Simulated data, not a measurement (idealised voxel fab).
process module | voxel released beams
cross-section cut | 165 nm wide | cells 5 nm
A cross-section is a grid of square cells, given in bands from the top down. A band is one or more rows of cells.
Each band's line starts with the height of the band's top and of its bottom, in nm. Then come its materials from left to right, each with its width in nm. One material with "throughout" fills the band from edge to edge. "air" is empty space.
Height 0 is the level under which the wafer as received is all one material. The lowest band goes on downwards, as in "0 down".
A width such as "30 to 40" changes by the same amount from each row of cells to the next, from the band's top row to its bottom row.
"no change" after a step means that no cell of the cross-section changed.
closed voids: empty space of 8 cells or more with no open way to the top, each as width x height at its distance from the left edge, in nm
after a step's settings: what the simulator itself notes on the step
overlay nm, on a step with a mask: how far to the right of its planned place the mask lay; to the left if negative
plan
1 op RECEIVE | material Si
2 op CONFORMAL_DEP | material SiN | thk nm 10
3 op DIRECTIONAL_DEP | material SiO2 | thk nm 20
4 op DIRECTIONAL_DEP | material aC | thk nm 15
5 op PATTERN | tone open | mask id ANCHOR | material resist | width nm 35 | thk nm 30 | overlay nm 0
6 op DIRECTIONAL_ETCH | etch materials aC | depth nm 15
7 op STRIP | etch materials resist
8 op DIRECTIONAL_ETCH | etch materials SiO2 | depth nm 20
9 op STRIP | etch materials aC
10 op CONFORMAL_DEP | material polySi | thk nm 15
11 op DIRECTIONAL_DEP | material aC | thk nm 15
12 op PATTERN | tone cover | mask id BEAM | material resist | width nm 95 | thk nm 35 | overlay nm 0
13 op DIRECTIONAL_ETCH | etch materials aC | depth nm 15
14 op STRIP | etch materials resist
15 op DIRECTIONAL_ETCH | etch materials polySi | depth nm 15
16 op STRIP | etch materials aC
17 op STRIP | etch materials SiO2
as received, after step 1
  0 down: Si throughout
  closed voids: none
first wafer at the end, as planned
  45 to 30: air 30 | polySi 20 | air 5 | polySi 70 | air 40
  30 to 25: air 35 | polySi 15 | air 5 | polySi 15 | air 95
  25 to 10: air 35 | polySi 35 | air 95
  10 to 0: SiN throughout
  0 down: Si throughout
  closed voids: none
second wafer at the end: like start, like plan, one mistake
  45 to 30: air 30 | polySi 95 | air 40
  30 to 20: SiN throughout
  20 to 0: SiO2 throughout
  0 down: Si throughout
  closed voids: none
what went wrong: steps 2 and 3 were swapped
at the end the second wafer has, in cells: 132 more of SiO2 | 24 fewer of polySi
